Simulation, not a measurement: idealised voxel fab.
The process module that follows is named voxel tone inversion.
Shown is cross-section cut, with a width of 285 nm and square cells of size 5 nm.
Cross-sections here: square-cell grids, written as top-down lists of bands, a band being one or more rows of cells. In this notation a band is specified by the heights of its top and bottom, in that order and in nm, after which its materials appear from left to right, each paired with its width in nm. The word "full width" attached to a single material means that material fills the band from edge to edge; the word "empty" stands for empty space. Measure heights from 0. That's the level where, below it, the as-received wafer is all one material. The lowest band is bottomless and extends downward; write it as in "0 nm and below". The expression "30->40" gives the width at the extremes of the band, the first number at its top row of cells and the second at its bottom row, with the width changing by equal amounts from each row to the next in between. Where the words "nothing different" appear for a step, the cross-section shows no cell changed by that step; every cell remained as before. So "Closed void list" is basically the list of trapped voids: any empty space of 8 cells or more that can't reach the top through an opening. They're written width x height at distance, the distance being from the left edge, and it's all nm. On each step's line, the part that comes after the settings is the simulator's own comment on the step. A step line may carry the setting "overlay nm", which, for steps involving a mask, states the distance by which the mask lay to the right of its intended position; negative values denote displacement to the left.
[Here's what the planned process steps look like]
| 1 | RECEIVE,material Si |
| 2 | CONFORMAL_DEP,material SiN,thk nm 10 |
| 3 | DIRECTIONAL_DEP,material aC,thk nm 15 |
| 4 | PATTERN,tone cover,mask id POSTS,material resist,width nm 20,pitch nm 45,thk nm 20,overlay nm -15 |
| 5 | DIRECTIONAL_ETCH,etch materials aC,depth nm 15 |
| 6 | STRIP,etch materials resist |
| 7 | FILL_DEP,material SiO2,thk nm 10 |
| 8 | CMP,height nm 25 |
| 9 | STRIP,etch materials aC |
For this document, wafers share an identical start and vary in the step 4 overlay nm; the plan quotes the first wafer's value.
[The first of several wafers, as received after step 1, seen in section]
    0 nm and below: Si full width
    Closed void list: none
[Rows = wafers. At module end, each row lists per material the cells gained (+) or lost (-) since the wafer was received, then the closed voids]
overlay nm -15 | +114 SiN | +147 SiO2 | Closed void list: none
overlay nm -10 | +114 SiN | +147 SiO2 | Closed void list: none
overlay nm -5 | +114 SiN | +147 SiO2 | Closed void list: none
overlay nm 0 | +114 SiN | +147 SiO2 | Closed void list: none
overlay nm 5 | +114 SiN | +147 SiO2 | Closed void list: none
overlay nm 10 | +114 SiN | +147 SiO2 | Closed void list: none
overlay nm 15 | +114 SiN | +147 SiO2 | Closed void list: none
